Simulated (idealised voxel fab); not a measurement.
Title: Process Module voxel wiring stack
It is cross-section cut that appears here, measuring 275 nm in width, its square cells being 5 nm in size.
Just so we're on the same page, the cross-sections are grids of square cells, and they're listed out in bands top to bottom, each band one or more rows deep. Band: top height; bottom height; in nm. Then, left to right: material with width in nm, for each material. "throughout": a single material spanning edge to edge. "empty": empty space. All heights in this document are referenced to 0, defined as the level beneath which the wafer, as received, consists entirely of one material. The lowest band is not bounded below; it extends indefinitely downward and is written in the form "0..down". Quick explanation for "30 to 40": the width changes in equal steps down the rows of cells, from the first number in the band's top row to the second number in its bottom row. Where the words "no alterations made" appear for a step, the cross-section shows no cell changed by that step; every cell remained as before. "Encapsulated voids" - sealed voids, min. 8 cells, no opening to top; format: width x height at distance (distance from left edge; nm throughout). Read whatever lies past the settings on a step's line as the simulator's own remark about the step. Steps that use a mask can have "overlay nm" on their line. It says how far the mask sat to the right of where it was meant to be. Negative means to the left.
# Process steps - plan
1. RECEIVE,material Si
2. CONFORMAL_DEP,material SiO2,thk nm 15
3. DIRECTIONAL_DEP,material TiN,thk nm 5
4. DIRECTIONAL_DEP,material Ru,thk nm 20
5. PATTERN,tone cover,mask id METAL_1,material resist,width nm 30,pitch nm 50,thk nm 20,overlay nm 0
6. DIRECTIONAL_ETCH,etch materials Ru,depth nm 20
7. DIRECTIONAL_ETCH,etch materials TiN,depth nm 5
8. STRIP,etch materials resist
9. CONFORMAL_DEP,material SiN,thk nm 5
10. FILL_DEP,material SiO2,thk nm 5
11. CMP,height nm 40
12. CONFORMAL_DEP,material SiCN,thk nm 5
13. DIRECTIONAL_DEP,material SiO2,thk nm 15
14. MASKED_ETCH,tone open,mask id PLUG_1,width nm 15,etch materials SiO2,depth nm 15,overlay nm 0
15. MASKED_ETCH,tone open,mask id PLUG_1,width nm 15,etch materials SiCN,depth nm 5,overlay nm 0
16. EPI,material Ru,thk nm 10
17. EPI,material Ru,thk nm 10
18. DIRECTIONAL_DEP,material TiN,thk nm 5
19. DIRECTIONAL_DEP,material Ru,thk nm 25
20. MASKED_ETCH,tone cover,mask id METAL_2,width nm 30,pitch nm 50,etch materials Ru,depth nm 25,overlay nm 0
21. MASKED_ETCH,tone cover,mask id METAL_2,width nm 30,pitch nm 50,etch materials TiN,depth nm 5,overlay nm 0
22. FILL_DEP,material lowk,thk nm 5
23. CMP,height nm 90
24. CONFORMAL_DEP,material SiCN,thk nm 5
25. DIRECTIONAL_DEP,material SiO2,thk nm 20
26. MASKED_ETCH,tone open,mask id PLUG_2,width nm 15,etch materials SiO2,depth nm 20,overlay nm 0
27. MASKED_ETCH,tone open,mask id PLUG_2,width nm 15,etch materials SiCN,depth nm 5,overlay nm 0
28. EPI,material Ru,thk nm 10
29. EPI,material Ru,thk nm 10
30. EPI,material Ru,thk nm 5
31. DIRECTIONAL_DEP,material TiN,thk nm 5
32. DIRECTIONAL_DEP,material W,thk nm 20
33. DIRECTIONAL_DEP,material aC,thk nm 10
34. PATTERN,tone cover,mask id METAL_3,material resist,width nm 30,pitch nm 50,thk nm 30,overlay nm 0
35. DIRECTIONAL_ETCH,etch materials aC,depth nm 10
36. STRIP,etch materials resist
37. DIRECTIONAL_ETCH,etch materials W,depth nm 20
38. DIRECTIONAL_ETCH,etch materials TiN,depth nm 5
39. STRIP,etch materials aC
40. FILL_DEP,material lowk,thk nm 5
41. CMP,height nm 140
42. CONFORMAL_DEP,material SiCN,thk nm 5
# Cross-section of the incoming wafer, state after step 1
	0..down = Si throughout
	Encapsulated voids: none
# Final cross-section, module run with one mistake (start and plan as above)
	145..140 = SiCN throughout
	140..120 = lowk (95), then W (30), then lowk (20), then W (30), then lowk (100)
	120..115 = lowk (95), then TiN (30), then lowk (20), then TiN (30), then lowk (100)
	115..95 = SiO2 (95), then Ru (15), then SiO2 (165)
	95..90 = SiCN (95), then Ru (15), then SiCN (165)
	90..75 = lowk (95), then Ru (30), then lowk (20), then Ru (30), then lowk (100)
	75..65 = Ru throughout
	65..60 = TiN (95), then Ru (15), then TiN (165)
	60..55 = SiO2 (95), then Ru (15), then SiO2 (165)
	55..50 = SiO2 (95), then TiN (15), then SiO2 (165)
	50..45 = SiO2 (95), then Ru (15), then SiO2 (165)
	45..40 = SiCN (95), then Ru (15), then SiCN (165)
	40..20 = SiO2 (90), then SiN (5), then Ru (30), then SiN (5), then SiO2 (10), then SiN (5), then Ru (30), then SiN (5), then SiO2 (95)
	20..15 = SiN (95), then TiN (30), then SiN (20), then TiN (30), then SiN (100)
	15..0 = SiO2 throughout
	0..down = Si throughout
	Encapsulated voids: none
Here's what went sideways: the processing plan was not followed for steps 17 and 18, which were run with their positions exchanged
